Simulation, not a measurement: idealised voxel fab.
Process module under the name voxel spacer lines
Section shown: cut. Width: 300 nm. Cell size: 5 nm, square.
Cross-section spec: square-cell grid; bands listed top down; each band is one or more rows.
It is stipulated that each band's entry specify, in nanometres, the height of the top of the band and then that of its bottom, followed by the materials of the band in left-to-right sequence, each together with its width in nanometres. A single material marked by the word "full width" is understood to fill the band from edge to edge; the word "air" is understood to denote empty space.
Height datum 0, below which the as-received substrate wafer is one material. Lowest band open at the bottom, running downward: "z 0 and below".
Per-row width for "30->40": begins at first number (top row of band), ends at second number (bottom row), increment between rows held constant.
Given "same as before" for a step, no cell of the cross-section differs between before and after that step.
"Sealed cavities" contains a list of empty spaces, each no smaller than 8 cells and without an open way to the top, written in the form width x height at distance with the distance from the left edge and all three in nm.
Where a step's line continues beyond its settings, the continuation is a remark by the simulator itself on that step.
On any step carrying a mask, the "overlay nm" setting, if present on the step's line, tells how far right of its planned place the mask lay; negative values point to the left.
### Here's what the planned process steps look like
step 1: RECEIVE [material Si]
step 2: CONFORMAL_DEP [material Al2O3] [thk nm 5]
step 3: DIRECTIONAL_DEP [material polySi] [thk nm 15]
step 4: DIRECTIONAL_DEP [material aC] [thk nm 20]
step 5: PATTERN [tone cover] [mask id MANDREL] [material resist] [width nm 25] [pitch nm 80] [thk nm 25] [overlay nm 0]
step 6: DIRECTIONAL_ETCH [etch materials aC] [depth nm 20]
step 7: STRIP [etch materials resist]
step 8: CONFORMAL_DEP [material SiN] [thk nm 15]
step 9: DIRECTIONAL_ETCH [etch materials SiN] [depth nm 15]
step 10: STRIP [etch materials aC]
step 11: DIRECTIONAL_ETCH [etch materials polySi] [depth nm 20]
step 12: STRIP [etch materials SiN]
step 13: FILL_DEP [material SiO2] [thk nm 5]
step 14: CMP [height nm 25]
The plan's step 3 thk nm is the first wafer's value; the wafers differ in this setting and start identical.
### Cross-section of the first of several received wafers, showing its state after step 1
  z 0 and below = Si full width
  Sealed cavities: none
### Per wafer (row), end of module: delta in cells per material since receipt, (+) for gained, (-) for lost; closed voids after that
thk nm 15; +60 Al2O3; +204 SiO2; +36 polySi; Sealed cavities: none
thk nm 20; +60 Al2O3; +192 SiO2; +48 polySi; Sealed cavities: none
thk nm 25; +60 Al2O3; +144 SiO2; +96 polySi; Sealed cavities: none
thk nm 30; +60 Al2O3; +96 SiO2; +144 polySi; Sealed cavities: none
thk nm 35; +60 Al2O3; +48 SiO2; +192 polySi; Sealed cavities: none
